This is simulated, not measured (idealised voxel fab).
Module name: voxel self aligned vias (process module)
The cross-section shown here is cut; it is 285 nm wide and divided into square cells measuring 5 nm on a side.
Reading order for cross-sections: top band down to bottom band. Underlying form: a grid of square cells. Band size: one or more rows of cells.
Band: top height; bottom height; in nm. Then, left to right: material with width in nm, for each material. "edge to edge": a single material spanning edge to edge. "empty": empty space.
Measure heights from 0. That's the level where, below it, the as-received wafer is all one material. The lowest band is bottomless and extends downward; write it as in "0 down".
The expression "30 to 40" gives the width at the extremes of the band, the first number at its top row of cells and the second at its bottom row, with the width changing by equal amounts from each row to the next in between.
"no alteration", as given for a step, is the statement that not any cell of the cross-section underwent a change during that step.
Each empty space that has no open way to the top and spans at least 8 cells appears under "Closed-off voids" as width x height at distance, the distance counted from the left edge, all in nm.
Note: text after step settings on the step line = simulator remark on that step.
"overlay nm" on a masked step: distance the mask lay right of its planned place, negative for left.
Guide to the pairs. Each holds a before and an after cross-section around one process step; the after cross-section is cut off at the lowest band that changed. Look under the pair for the step between them and its settings. Pairs can come from different runs of this module on the same starting wafer, so a pair follows on from the one above it only where its entry headed "Before processing step" says it does.

BEFORE PROCESSING STEP
> 0 down: Si edge to edge
> Closed-off voids: none

POST-PROCESS VIEW
> 10 to 0: SiO2 edge to edge
> At heights below 0, the structure remains unaltered.
> Closed-off voids: none
The structure shown above changes from one cross-section to the other through CONFORMAL_DEP with material SiO2, thk nm 10

Before processing step: cross-section not repeated; it is the one shown after the step in the pair just above.

POST-PROCESS VIEW
> 15 to 10: SiCN edge to edge
> At heights below 10, the structure remains unaltered.
> Closed-off voids: none
The structure shown above changes from one cross-section to the other through CONFORMAL_DEP with material SiCN, thk nm 5

Before processing step: cross-section not repeated; it is the one shown after the step in the pair just above.

POST-PROCESS VIEW
> 45 to 15: SiO2 edge to edge
> At heights below 15, the structure remains unaltered.
> Closed-off voids: none
The structure shown above changes from one cross-section to the other through DIRECTIONAL_DEP with material SiO2, thk nm 30

Before processing step: cross-section not repeated; it is the one shown after the step in the pair just above.

POST-PROCESS VIEW
> 45 to 15: 100 nm SiO2, then 25 nm empty, then 35 nm SiO2, then 25 nm empty, then 100 nm SiO2
> At heights below 15, the structure remains unaltered.
> Closed-off voids: none
The structure shown above changes from one cross-section to the other through MASKED_ETCH with tone open, mask id LINES, width nm 25, pitch nm 60, etch materials SiO2, depth nm 30, overlay nm 0

Before processing step: cross-section not repeated; it is the one shown after the step in the pair just above.

POST-PROCESS VIEW
> 50 to 45: 105 nm TiN, then 15 nm empty, then 45 nm TiN, then 15 nm empty, then 105 nm TiN
> 45 to 20: 100 nm SiO2, then 5 nm TiN, then 15 nm empty, then 5 nm TiN, then 35 nm SiO2, then 5 nm TiN, then 15 nm empty, then 5 nm TiN, then 100 nm SiO2
> 20 to 15: 100 nm SiO2, then 25 nm TiN, then 35 nm SiO2, then 25 nm TiN, then 100 nm SiO2
> At heights below 15, the structure remains unaltered.
> Closed-off voids: none
The structure shown above changes from one cross-section to the other through CONFORMAL_DEP with material TiN, thk nm 5

Before processing step: cross-section not repeated; it is the one shown after the step in the pair just above.

POST-PROCESS VIEW
> 55 to 50: Ru edge to edge
> 50 to 45: 105 nm TiN, then 15 nm Ru, then 45 nm TiN, then 15 nm Ru, then 105 nm TiN
> 45 to 20: 100 nm SiO2, then 5 nm TiN, then 15 nm Ru, then 5 nm TiN, then 35 nm SiO2, then 5 nm TiN, then 15 nm Ru, then 5 nm TiN, then 100 nm SiO2
> At heights below 20, the structure remains unaltered.
> Closed-off voids: none
The structure shown above changes from one cross-section to the other through FILL_DEP with material Ru, thk nm 5

Before processing step: cross-section not repeated; it is the one shown after the step in the pair just above.

POST-PROCESS VIEW
> 45 to 20: 100 nm SiO2, then 5 nm TiN, then 15 nm Ru, then 5 nm TiN, then 35 nm SiO2, then 5 nm TiN, then 15 nm Ru, then 5 nm TiN, then 100 nm SiO2
> At heights below 20, the structure remains unaltered.
> Closed-off voids: none
The structure shown above changes from one cross-section to the other through CMP with height nm 45

Before processing step: cross-section not repeated; it is the one shown after the step in the pair just above.

POST-PROCESS VIEW
> 45 to 35: 100 nm SiO2, then 25 nm empty, then 35 nm SiO2, then 25 nm empty, then 100 nm SiO2
> At heights below 35, the structure remains unaltered.
> Closed-off voids: none
The structure shown above changes from one cross-section to the other through SELECTIVE_ETCH with etch materials W Ru TiN, depth nm 10

Before processing step: cross-section not repeated; it is the one shown after the step in the pair just above.

POST-PROCESS VIEW
> 50 to 45: SiN edge to edge
> 45 to 35: 100 nm SiO2, then 25 nm SiN, then 35 nm SiO2, then 25 nm SiN, then 100 nm SiO2
> At heights below 35, the structure remains unaltered.
> Closed-off voids: none
The structure shown above changes from one cross-section to the other through FILL_DEP with material SiN, thk nm 5

Before processing step: cross-section not repeated; it is the one shown after the step in the pair just above.

POST-PROCESS VIEW
> 45 to 35: 100 nm SiO2, then 25 nm SiN, then 35 nm SiO2, then 25 nm SiN, then 100 nm SiO2
> At heights below 35, the structure remains unaltered.
> Closed-off voids: none
The structure shown above changes from one cross-section to the other through CMP with height nm 45

Before processing step: cross-section not repeated; it is the one shown after the step in the pair just above.

POST-PROCESS VIEW
> 65 to 45: SiO2 edge to edge
> At heights below 45, the structure remains unaltered.
> Closed-off voids: none
The structure shown above changes from one cross-section to the other through DIRECTIONAL_DEP with material SiO2, thk nm 20

Before processing step: cross-section not repeated; it is the one shown after the step in the pair just above.

POST-PROCESS VIEW
> 75 to 65: aC edge to edge
> At heights below 65, the structure remains unaltered.
> Closed-off voids: none
The structure shown above changes from one cross-section to the other through DIRECTIONAL_DEP with material aC, thk nm 10

Before processing step: cross-section not repeated; it is the one shown after the step in the pair just above.

POST-PROCESS VIEW
> 105 to 75: 90 nm resist, then 45 nm empty, then 15 nm resist, then 45 nm empty, then 90 nm resist
> At heights below 75, the structure remains unaltered.
> Closed-off voids: none
The structure shown above changes from one cross-section to the other through PATTERN with tone open, mask id VIAS, material resist, width nm 45, pitch nm 60, thk nm 30, overlay nm 0

Before processing step: cross-section not repeated; it is the one shown after the step in the pair just above.

POST-PROCESS VIEW
> 95 to 75: 90 nm resist, then 45 nm empty, then 15 nm resist, then 45 nm empty, then 90 nm resist
> 75 to 65: 90 nm aC, then 45 nm empty, then 15 nm aC, then 45 nm empty, then 90 nm aC
> At heights below 65, the structure remains unaltered.
> Closed-off voids: none
The structure shown above changes from one cross-section to the other through DIRECTIONAL_ETCH with etch materials aC, depth nm 10

Before processing step: cross-section not repeated; it is the one shown after the step in the pair just above.

POST-PROCESS VIEW
> 75 to 65: 90 nm aC, then 45 nm empty, then 15 nm aC, then 45 nm empty, then 90 nm aC
> At heights below 65, the structure remains unaltered.
> Closed-off voids: none
The structure shown above changes from one cross-section to the other through STRIP with etch materials resist

Before processing step: cross-section not repeated; it is the one shown after the step in the pair just above.

POST-PROCESS VIEW
> 75 to 65: 90 nm aC, then 45 nm empty, then 15 nm aC, then 45 nm empty, then 90 nm aC
> 65 to 45: 90 nm SiO2, then 45 nm empty, then 15 nm SiO2, then 45 nm empty, then 90 nm SiO2
> At heights below 45, the structure remains unaltered.
> Closed-off voids: none
The structure shown above changes from one cross-section to the other through DIRECTIONAL_ETCH with etch materials SiO2, depth nm 20

Before processing step: cross-section not repeated; it is the one shown after the step in the pair just above.

POST-PROCESS VIEW
> 75 to 65: 90 nm aC, then 45 nm empty, then 15 nm aC, then 45 nm empty, then 90 nm aC
> 65 to 45: 90 nm SiO2, then 45 nm empty, then 15 nm SiO2, then 45 nm empty, then 90 nm SiO2
> 45 to 35: 100 nm SiO2, then 25 nm empty, then 35 nm SiO2, then 25 nm empty, then 100 nm SiO2
> At heights below 35, the structure remains unaltered.
> Closed-off voids: none
The structure shown above changes from one cross-section to the other through DIRECTIONAL_ETCH with etch materials SiN, depth nm 10

Before processing step: cross-section not repeated; it is the one shown after the step in the pair just above.

POST-PROCESS VIEW
> 65 to 45: 90 nm SiO2, then 45 nm empty, then 15 nm SiO2, then 45 nm empty, then 90 nm SiO2
> At heights below 45, the structure remains unaltered.
> Closed-off voids: none
The structure shown above changes from one cross-section to the other through STRIP with etch materials aC

Before processing step: cross-section not repeated; it is the one shown after the step in the pair just above.

POST-PROCESS VIEW
> 70 to 65: 95 nm TiN, then 35 nm empty, then 25 nm TiN, then 35 nm empty, then 95 nm TiN
> 65 to 50: 90 nm SiO2, then 5 nm TiN, then 35 nm empty, then 5 nm TiN, then 15 nm SiO2, then 5 nm TiN, then 35 nm empty, then 5 nm TiN, then 90 nm SiO2
> 50 to 40: 90 to 100 nm SiO2, then 15 to 5 nm TiN, then 15 nm empty, then 15 to 5 nm TiN, then 15 to 35 nm SiO2, then 15 to 5 nm TiN, then 15 nm empty, then 15 to 5 nm TiN, then 90 to 100 nm SiO2
> 40 to 35: 100 nm SiO2, then 25 nm TiN, then 35 nm SiO2, then 25 nm TiN, then 100 nm SiO2
> At heights below 35, the structure remains unaltered.
> Closed-off voids: none
The structure shown above changes from one cross-section to the other through CONFORMAL_DEP with material TiN, thk nm 5

Before processing step: cross-section not repeated; it is the one shown after the step in the pair just above.

POST-PROCESS VIEW
> 80 to 70: Ru edge to edge
> 70 to 65: 95 nm TiN, then 35 nm Ru, then 25 nm TiN, then 35 nm Ru, then 95 nm TiN
> 65 to 50: 90 nm SiO2, then 5 nm TiN, then 35 nm Ru, then 5 nm TiN, then 15 nm SiO2, then 5 nm TiN, then 35 nm Ru, then 5 nm TiN, then 90 nm SiO2
> 50 to 40: 90 to 100 nm SiO2, then 15 to 5 nm TiN, then 15 nm Ru, then 15 to 5 nm TiN, then 15 to 35 nm SiO2, then 15 to 5 nm TiN, then 15 nm Ru, then 15 to 5 nm TiN, then 90 to 100 nm SiO2
> At heights below 40, the structure remains unaltered.
> Closed-off voids: none
The structure shown above changes from one cross-section to the other through FILL_DEP with material Ru, thk nm 10

Before processing step: cross-section not repeated; it is the one shown after the step in the pair just above.

POST-PROCESS VIEW
> 65 to 50: 90 nm SiO2, then 5 nm TiN, then 35 nm Ru, then 5 nm TiN, then 15 nm SiO2, then 5 nm TiN, then 35 nm Ru, then 5 nm TiN, then 90 nm SiO2
> At heights below 50, the structure remains unaltered.
> Closed-off voids: none
The structure shown above changes from one cross-section to the other through CMP with height nm 65

Before processing step: cross-section not repeated; it is the one shown after the step in the pair just above.

POST-PROCESS VIEW
> 70 to 65: SiCN edge to edge
> At heights below 65, the structure remains unaltered.
> Closed-off voids: none
The structure shown above changes from one cross-section to the other through CONFORMAL_DEP with material SiCN, thk nm 5

BEFORE PROCESSING STEP
> 10 to 0: SiO2 edge to edge
> 0 down: Si edge to edge
> Closed-off voids: none

POST-PROCESS VIEW
> 40 to 0: SiO2 edge to edge
> At heights below 0, the structure remains unaltered.
> Closed-off voids: none
The structure shown above changes from one cross-section to the other through DIRECTIONAL_DEP with material SiO2, thk nm 30

Before processing step: cross-section not repeated; it is the one shown after the step in the pair just above.

POST-PROCESS VIEW
> 40 to 10: 100 nm SiO2, then 25 nm empty, then 35 nm SiO2, then 25 nm empty, then 100 nm SiO2
> At heights below 10, the structure remains unaltered.
> Closed-off voids: none
The structure shown above changes from one cross-section to the other through MASKED_ETCH with tone open, mask id LINES, width nm 25, pitch nm 60, etch materials SiO2, depth nm 30, overlay nm 0

Before processing step: cross-section not repeated; it is the one shown after the step in the pair just above.

POST-PROCESS VIEW
> 45 to 40: 105 nm TiN, then 15 nm empty, then 45 nm TiN, then 15 nm empty, then 105 nm TiN
> 40 to 15: 100 nm SiO2, then 5 nm TiN, then 15 nm empty, then 5 nm TiN, then 35 nm SiO2, then 5 nm TiN, then 15 nm empty, then 5 nm TiN, then 100 nm SiO2
> 15 to 10: 100 nm SiO2, then 25 nm TiN, then 35 nm SiO2, then 25 nm TiN, then 100 nm SiO2
> At heights below 10, the structure remains unaltered.
> Closed-off voids: none
The structure shown above changes from one cross-section to the other through CONFORMAL_DEP with material TiN, thk nm 5

Before processing step: cross-section not repeated; it is the one shown after the step in the pair just above.

POST-PROCESS VIEW
> 50 to 45: Ru edge to edge
> 45 to 40: 105 nm TiN, then 15 nm Ru, then 45 nm TiN, then 15 nm Ru, then 105 nm TiN
> 40 to 15: 100 nm SiO2, then 5 nm TiN, then 15 nm Ru, then 5 nm TiN, then 35 nm SiO2, then 5 nm TiN, then 15 nm Ru, then 5 nm TiN, then 100 nm SiO2
> At heights below 15, the structure remains unaltered.
> Closed-off voids: none
The structure shown above changes from one cross-section to the other through FILL_DEP with material Ru, thk nm 5

Before processing step: cross-section not repeated; it is the one shown after the step in the pair just above.

POST-PROCESS VIEW
> 45 to 40: 105 nm TiN, then 15 nm Ru, then 45 nm TiN, then 15 nm Ru, then 105 nm TiN
> At heights below 40, the structure remains unaltered.
> Closed-off voids: none
The structure shown above changes from one cross-section to the other through CMP with height nm 45

Before processing step: cross-section not repeated; it is the one shown after the step in the pair just above.

POST-PROCESS VIEW
> 40 to 35: 100 nm SiO2, then 25 nm empty, then 35 nm SiO2, then 25 nm empty, then 100 nm SiO2
> At heights below 35, the structure remains unaltered.
> Closed-off voids: none
The structure shown above changes from one cross-section to the other through SELECTIVE_ETCH with etch materials W Ru TiN, depth nm 10

Before processing step: cross-section not repeated; it is the one shown after the step in the pair just above.

POST-PROCESS VIEW
> 45 to 40: SiN edge to edge
> 40 to 35: 100 nm SiO2, then 25 nm SiN, then 35 nm SiO2, then 25 nm SiN, then 100 nm SiO2
> At heights below 35, the structure remains unaltered.
> Closed-off voids: none
The structure shown above changes from one cross-section to the other through FILL_DEP with material SiN, thk nm 5

Before processing step: cross-section not repeated; it is the one shown after the step in the pair just above.

POST-PROCESS VIEW
> 65 to 45: SiO2 edge to edge
> At heights below 45, the structure remains unaltered.
> Closed-off voids: none
The structure shown above changes from one cross-section to the other through DIRECTIONAL_DEP with material SiO2, thk nm 20

Before processing step: cross-section not repeated; it is the one shown after the step in the pair just above.

POST-PROCESS VIEW
> 75 to 65: aC edge to edge
> At heights below 65, the structure remains unaltered.
> Closed-off voids: none
The structure shown above changes from one cross-section to the other through DIRECTIONAL_DEP with material aC, thk nm 10

Before processing step: cross-section not repeated; it is the one shown after the step in the pair just above.

POST-PROCESS VIEW
> 105 to 75: 90 nm resist, then 45 nm empty, then 15 nm resist, then 45 nm empty, then 90 nm resist
> At heights below 75, the structure remains unaltered.
> Closed-off voids: none
The structure shown above changes from one cross-section to the other through PATTERN with tone open, mask id VIAS, material resist, width nm 45, pitch nm 60, thk nm 30, overlay nm 0

Before processing step: cross-section not repeated; it is the one shown after the step in the pair just above.

POST-PROCESS VIEW
> 95 to 75: 90 nm resist, then 45 nm empty, then 15 nm resist, then 45 nm empty, then 90 nm resist
> 75 to 65: 90 nm aC, then 45 nm empty, then 15 nm aC, then 45 nm empty, then 90 nm aC
> At heights below 65, the structure remains unaltered.
> Closed-off voids: none
The structure shown above changes from one cross-section to the other through DIRECTIONAL_ETCH with etch materials aC, depth nm 10

Before processing step: cross-section not repeated; it is the one shown after the step in the pair just above.

POST-PROCESS VIEW
> 75 to 65: 90 nm aC, then 45 nm empty, then 15 nm aC, then 45 nm empty, then 90 nm aC
> At heights below 65, the structure remains unaltered.
> Closed-off voids: none
The structure shown above changes from one cross-section to the other through STRIP with etch materials resist

Before processing step: cross-section not repeated; it is the one shown after the step in the pair just above.

POST-PROCESS VIEW
> 75 to 65: 90 nm aC, then 45 nm empty, then 15 nm aC, then 45 nm empty, then 90 nm aC
> 65 to 45: 90 nm SiO2, then 45 nm empty, then 15 nm SiO2, then 45 nm empty, then 90 nm SiO2
> At heights below 45, the structure remains unaltered.
> Closed-off voids: none
The structure shown above changes from one cross-section to the other through DIRECTIONAL_ETCH with etch materials SiO2, depth nm 20

Before processing step: cross-section not repeated; it is the one shown after the step in the pair just above.

POST-PROCESS VIEW
> 75 to 65: 90 nm aC, then 45 nm empty, then 15 nm aC, then 45 nm empty, then 90 nm aC
> 65 to 45: 90 nm SiO2, then 45 nm empty, then 15 nm SiO2, then 45 nm empty, then 90 nm SiO2
> 45 to 40: 90 nm SiN, then 45 nm empty, then 15 nm SiN, then 45 nm empty, then 90 nm SiN
> 40 to 35: 100 nm SiO2, then 25 nm empty, then 35 nm SiO2, then 25 nm empty, then 100 nm SiO2
> At heights below 35, the structure remains unaltered.
> Closed-off voids: none
The structure shown above changes from one cross-section to the other through DIRECTIONAL_ETCH with etch materials SiN, depth nm 10

Before processing step: cross-section not repeated; it is the one shown after the step in the pair just above.

POST-PROCESS VIEW
> 65 to 45: 90 nm SiO2, then 45 nm empty, then 15 nm SiO2, then 45 nm empty, then 90 nm SiO2
> At heights below 45, the structure remains unaltered.
> Closed-off voids: none
The structure shown above changes from one cross-section to the other through STRIP with etch materials aC

Before processing step: cross-section not repeated; it is the one shown after the step in the pair just above.

POST-PROCESS VIEW
> 70 to 65: 95 nm TiN, then 35 nm empty, then 25 nm TiN, then 35 nm empty, then 95 nm TiN
> 65 to 45: 90 nm SiO2, then 5 nm TiN, then 35 nm empty, then 5 nm TiN, then 15 nm SiO2, then 5 nm TiN, then 35 nm empty, then 5 nm TiN, then 90 nm SiO2
> 45 to 40: 90 nm SiN, then 15 nm TiN, then 15 nm empty, then 15 nm TiN, then 15 nm SiN, then 15 nm TiN, then 15 nm empty, then 15 nm TiN, then 90 nm SiN
> 40 to 35: 100 nm SiO2, then 25 nm TiN, then 35 nm SiO2, then 25 nm TiN, then 100 nm SiO2
> At heights below 35, the structure remains unaltered.
> Closed-off voids: none
The structure shown above changes from one cross-section to the other through CONFORMAL_DEP with material TiN, thk nm 5

Before processing step: cross-section not repeated; it is the one shown after the step in the pair just above.

POST-PROCESS VIEW
> 80 to 70: Ru edge to edge
> 70 to 65: 95 nm TiN, then 35 nm Ru, then 25 nm TiN, then 35 nm Ru, then 95 nm TiN
> 65 to 45: 90 nm SiO2, then 5 nm TiN, then 35 nm Ru, then 5 nm TiN, then 15 nm SiO2, then 5 nm TiN, then 35 nm Ru, then 5 nm TiN, then 90 nm SiO2
> 45 to 40: 90 nm SiN, then 15 nm TiN, then 15 nm Ru, then 15 nm TiN, then 15 nm SiN, then 15 nm TiN, then 15 nm Ru, then 15 nm TiN, then 90 nm SiN
> At heights below 40, the structure remains unaltered.
> Closed-off voids: none
The structure shown above changes from one cross-section to the other through FILL_DEP with material Ru, thk nm 10

Before processing step: cross-section not repeated; it is the one shown after the step in the pair just above.

POST-PROCESS VIEW
> 65 to 45: 90 nm SiO2, then 5 nm TiN, then 35 nm Ru, then 5 nm TiN, then 15 nm SiO2, then 5 nm TiN, then 35 nm Ru, then 5 nm TiN, then 90 nm SiO2
> At heights below 45, the structure remains unaltered.
> Closed-off voids: none
The structure shown above changes from one cross-section to the other through CMP with height nm 65

Before processing step: cross-section not repeated; it is the one shown after the step in the pair just above.

POST-PROCESS VIEW
> 70 to 65: SiCN edge to edge
> At heights below 65, the structure remains unaltered.
> Closed-off voids: none
The structure shown above changes from one cross-section to the other through CONFORMAL_DEP with material SiCN, thk nm 5

BEFORE PROCESSING STEP
> 75 to 65: 90 nm aC, then 45 nm empty, then 15 nm aC, then 45 nm empty, then 90 nm aC
> 65 to 45: 90 nm SiO2, then 45 nm empty, then 15 nm SiO2, then 45 nm empty, then 90 nm SiO2
> 45 to 35: 100 nm SiO2, then 25 nm SiN, then 35 nm SiO2, then 25 nm SiN, then 100 nm SiO2
> 35 to 20: 100 nm SiO2, then 5 nm TiN, then 15 nm Ru, then 5 nm TiN, then 35 nm SiO2, then 5 nm TiN, then 15 nm Ru, then 5 nm TiN, then 100 nm SiO2
> 20 to 15: 100 nm SiO2, then 25 nm TiN, then 35 nm SiO2, then 25 nm TiN, then 100 nm SiO2
> 15 to 10: SiCN edge to edge
> 10 to 0: SiO2 edge to edge
> 0 down: Si edge to edge
> Closed-off voids: none

POST-PROCESS VIEW
> 75 to 65: 90 nm aC, then 45 nm empty, then 15 nm aC, then 45 nm empty, then 90 nm aC
> 65 to 45: 90 nm SiO2, then 45 nm empty, then 15 nm SiO2, then 45 nm empty, then 90 nm SiO2
> 45 to 35: 90 nm SiO2, then 10 nm empty, then 25 nm SiN, then 10 nm empty, then 15 nm SiO2, then 10 nm empty, then 25 nm SiN, then 10 nm empty, then 90 nm SiO2
> 35 to 25: 90 nm SiO2, then 10 nm empty, then 5 nm TiN, then 15 nm Ru, then 5 nm TiN, then 10 nm empty, then 15 nm SiO2, then 10 nm empty, then 5 nm TiN, then 15 nm Ru, then 5 nm TiN, then 10 nm empty, then 90 nm SiO2
> At heights below 25, the structure remains unaltered.
> Closed-off voids: none
The structure shown above changes from one cross-section to the other through DIRECTIONAL_ETCH with etch materials SiO2, depth nm 20

Before processing step: cross-section not repeated; it is the one shown after the step in the pair just above.

POST-PROCESS VIEW
> 75 to 65: 90 nm aC, then 45 nm empty, then 15 nm aC, then 45 nm empty, then 90 nm aC
> 65 to 35: 90 nm SiO2, then 45 nm empty, then 15 nm SiO2, then 45 nm empty, then 90 nm SiO2
> At heights below 35, the structure remains unaltered.
> Closed-off voids: none
The structure shown above changes from one cross-section to the other through DIRECTIONAL_ETCH with etch materials SiN, depth nm 10

Before processing step: cross-section not repeated; it is the one shown after the step in the pair just above.

POST-PROCESS VIEW
> 65 to 35: 90 nm SiO2, then 45 nm empty, then 15 nm SiO2, then 45 nm empty, then 90 nm SiO2
> At heights below 35, the structure remains unaltered.
> Closed-off voids: none
The structure shown above changes from one cross-section to the other through STRIP with etch materials aC

Before processing step: cross-section not repeated; it is the one shown after the step in the pair just above.

POST-PROCESS VIEW
> 70 to 65: 95 nm TiN, then 35 nm empty, then 25 nm TiN, then 35 nm empty, then 95 nm TiN
> 65 to 40: 90 nm SiO2, then 5 nm TiN, then 35 nm empty, then 5 nm TiN, then 15 nm SiO2, then 5 nm TiN, then 35 nm empty, then 5 nm TiN, then 90 nm SiO2
> 40 to 35: 90 nm SiO2, then 45 nm TiN, then 15 nm SiO2, then 45 nm TiN, then 90 nm SiO2
> 35 to 25: 90 nm SiO2, then 15 nm TiN, then 15 nm Ru, then 15 nm TiN, then 15 nm SiO2, then 15 nm TiN, then 15 nm Ru, then 15 nm TiN, then 90 nm SiO2
> At heights below 25, the structure remains unaltered.
> Closed-off voids: none
The structure shown above changes from one cross-section to the other through CONFORMAL_DEP with material TiN, thk nm 5

Before processing step: cross-section not repeated; it is the one shown after the step in the pair just above.

POST-PROCESS VIEW
> 80 to 70: Ru edge to edge
> 70 to 65: 95 nm TiN, then 35 nm Ru, then 25 nm TiN, then 35 nm Ru, then 95 nm TiN
> 65 to 40: 90 nm SiO2, then 5 nm TiN, then 35 nm Ru, then 5 nm TiN, then 15 nm SiO2, then 5 nm TiN, then 35 nm Ru, then 5 nm TiN, then 90 nm SiO2
> At heights below 40, the structure remains unaltered.
> Closed-off voids: none
The structure shown above changes from one cross-section to the other through FILL_DEP with material Ru, thk nm 10

Before processing step: cross-section not repeated; it is the one shown after the step in the pair just above.

POST-PROCESS VIEW
> 65 to 40: 90 nm SiO2, then 5 nm TiN, then 35 nm Ru, then 5 nm TiN, then 15 nm SiO2, then 5 nm TiN, then 35 nm Ru, then 5 nm TiN, then 90 nm SiO2
> At heights below 40, the structure remains unaltered.
> Closed-off voids: none
The structure shown above changes from one cross-section to the other through CMP with height nm 65

Before processing step: cross-section not repeated; it is the one shown after the step in the pair just above.

POST-PROCESS VIEW
> 70 to 65: SiCN edge to edge
> At heights below 65, the structure remains unaltered.
> Closed-off voids: none
The structure shown above changes from one cross-section to the other through CONFORMAL_DEP with material SiCN, thk nm 5

BEFORE PROCESSING STEP
> 0 down: Si edge to edge
> Closed-off voids: none

POST-PROCESS VIEW
> 5 to 0: SiCN edge to edge
> At heights below 0, the structure remains unaltered.
> Closed-off voids: none
The structure shown above changes from one cross-section to the other through CONFORMAL_DEP with material SiCN, thk nm 5

Before processing step: cross-section not repeated; it is the one shown after the step in the pair just above.

POST-PROCESS VIEW
> 15 to 5: SiO2 edge to edge
> At heights below 5, the structure remains unaltered.
> Closed-off voids: none
The structure shown above changes from one cross-section to the other through CONFORMAL_DEP with material SiO2, thk nm 10

Before processing step: cross-section not repeated; it is the one shown after the step in the pair just above.

POST-PROCESS VIEW
> 45 to 5: SiO2 edge to edge
> At heights below 5, the structure remains unaltered.
> Closed-off voids: none
The structure shown above changes from one cross-section to the other through DIRECTIONAL_DEP with material SiO2, thk nm 30

Before processing step: cross-section not repeated; it is the one shown after the step in the pair just above.

POST-PROCESS VIEW
> 45 to 15: 100 nm SiO2, then 25 nm empty, then 35 nm SiO2, then 25 nm empty, then 100 nm SiO2
> At heights below 15, the structure remains unaltered.
> Closed-off voids: none
The structure shown above changes from one cross-section to the other through MASKED_ETCH with tone open, mask id LINES, width nm 25, pitch nm 60, etch materials SiO2, depth nm 30, overlay nm 0

Before processing step: cross-section not repeated; it is the one shown after the step in the pair just above.

POST-PROCESS VIEW
> 50 to 45: 105 nm TiN, then 15 nm empty, then 45 nm TiN, then 15 nm empty, then 105 nm TiN
> 45 to 20: 100 nm SiO2, then 5 nm TiN, then 15 nm empty, then 5 nm TiN, then 35 nm SiO2, then 5 nm TiN, then 15 nm empty, then 5 nm TiN, then 100 nm SiO2
> 20 to 15: 100 nm SiO2, then 25 nm TiN, then 35 nm SiO2, then 25 nm TiN, then 100 nm SiO2
> At heights below 15, the structure remains unaltered.
> Closed-off voids: none
The structure shown above changes from one cross-section to the other through CONFORMAL_DEP with material TiN, thk nm 5

Before processing step: cross-section not repeated; it is the one shown after the step in the pair just above.

POST-PROCESS VIEW
> 55 to 50: Ru edge to edge
> 50 to 45: 105 nm TiN, then 15 nm Ru, then 45 nm TiN, then 15 nm Ru, then 105 nm TiN
> 45 to 20: 100 nm SiO2, then 5 nm TiN, then 15 nm Ru, then 5 nm TiN, then 35 nm SiO2, then 5 nm TiN, then 15 nm Ru, then 5 nm TiN, then 100 nm SiO2
> At heights below 20, the structure remains unaltered.
> Closed-off voids: none
The structure shown above changes from one cross-section to the other through FILL_DEP with material Ru, thk nm 5

Before processing step: cross-section not repeated; it is the one shown after the step in the pair just above.

POST-PROCESS VIEW
> 45 to 20: 100 nm SiO2, then 5 nm TiN, then 15 nm Ru, then 5 nm TiN, then 35 nm SiO2, then 5 nm TiN, then 15 nm Ru, then 5 nm TiN, then 100 nm SiO2
> At heights below 20, the structure remains unaltered.
> Closed-off voids: none
The structure shown above changes from one cross-section to the other through CMP with height nm 45

Before processing step: cross-section not repeated; it is the one shown after the step in the pair just above.

POST-PROCESS VIEW
> 45 to 35: 100 nm SiO2, then 25 nm empty, then 35 nm SiO2, then 25 nm empty, then 100 nm SiO2
> At heights below 35, the structure remains unaltered.
> Closed-off voids: none
The structure shown above changes from one cross-section to the other through SELECTIVE_ETCH with etch materials W Ru TiN, depth nm 10

Before processing step: cross-section not repeated; it is the one shown after the step in the pair just above.

POST-PROCESS VIEW
> 50 to 45: SiN edge to edge
> 45 to 35: 100 nm SiO2, then 25 nm SiN, then 35 nm SiO2, then 25 nm SiN, then 100 nm SiO2
> At heights below 35, the structure remains unaltered.
> Closed-off voids: none
The structure shown above changes from one cross-section to the other through FILL_DEP with material SiN, thk nm 5

Before processing step: cross-section not repeated; it is the one shown after the step in the pair just above.

POST-PROCESS VIEW
> 45 to 35: 100 nm SiO2, then 25 nm SiN, then 35 nm SiO2, then 25 nm SiN, then 100 nm SiO2
> At heights below 35, the structure remains unaltered.
> Closed-off voids: none
The structure shown above changes from one cross-section to the other through CMP with height nm 45

Before processing step: cross-section not repeated; it is the one shown after the step in the pair just above.

POST-PROCESS VIEW
> 65 to 45: SiO2 edge to edge
> At heights below 45, the structure remains unaltered.
> Closed-off voids: none
The structure shown above changes from one cross-section to the other through DIRECTIONAL_DEP with material SiO2, thk nm 20

Before processing step: cross-section not repeated; it is the one shown after the step in the pair just above.

POST-PROCESS VIEW
> 75 to 65: aC edge to edge
> At heights below 65, the structure remains unaltered.
> Closed-off voids: none
The structure shown above changes from one cross-section to the other through DIRECTIONAL_DEP with material aC, thk nm 10

Before processing step: cross-section not repeated; it is the one shown after the step in the pair just above.

POST-PROCESS VIEW
> 105 to 75: 90 nm resist, then 45 nm empty, then 15 nm resist, then 45 nm empty, then 90 nm resist
> At heights below 75, the structure remains unaltered.
> Closed-off voids: none
The structure shown above changes from one cross-section to the other through PATTERN with tone open, mask id VIAS, material resist, width nm 45, pitch nm 60, thk nm 30, overlay nm 0

Before processing step: cross-section not repeated; it is the one shown after the step in the pair just above.

POST-PROCESS VIEW
> 95 to 75: 90 nm resist, then 45 nm empty, then 15 nm resist, then 45 nm empty, then 90 nm resist
> 75 to 65: 90 nm aC, then 45 nm empty, then 15 nm aC, then 45 nm empty, then 90 nm aC
> At heights below 65, the structure remains unaltered.
> Closed-off voids: none
The structure shown above changes from one cross-section to the other through DIRECTIONAL_ETCH with etch materials aC, depth nm 10

Before processing step: cross-section not repeated; it is the one shown after the step in the pair just above.

POST-PROCESS VIEW
> 75 to 65: 90 nm aC, then 45 nm empty, then 15 nm aC, then 45 nm empty, then 90 nm aC
> At heights below 65, the structure remains unaltered.
> Closed-off voids: none
The structure shown above changes from one cross-section to the other through STRIP with etch materials resist

Before processing step: cross-section not repeated; it is the one shown after the step in the pair just above.

POST-PROCESS VIEW
> 75 to 65: 90 nm aC, then 45 nm empty, then 15 nm aC, then 45 nm empty, then 90 nm aC
> 65 to 45: 90 nm SiO2, then 45 nm empty, then 15 nm SiO2, then 45 nm empty, then 90 nm SiO2
> At heights below 45, the structure remains unaltered.
> Closed-off voids: none
The structure shown above changes from one cross-section to the other through DIRECTIONAL_ETCH with etch materials SiO2, depth nm 20

Before processing step: cross-section not repeated; it is the one shown after the step in the pair just above.

POST-PROCESS VIEW
> 75 to 65: 90 nm aC, then 45 nm empty, then 15 nm aC, then 45 nm empty, then 90 nm aC
> 65 to 45: 90 nm SiO2, then 45 nm empty, then 15 nm SiO2, then 45 nm empty, then 90 nm SiO2
> 45 to 35: 100 nm SiO2, then 25 nm empty, then 35 nm SiO2, then 25 nm empty, then 100 nm SiO2
> At heights below 35, the structure remains unaltered.
> Closed-off voids: none
The structure shown above changes from one cross-section to the other through DIRECTIONAL_ETCH with etch materials SiN, depth nm 10
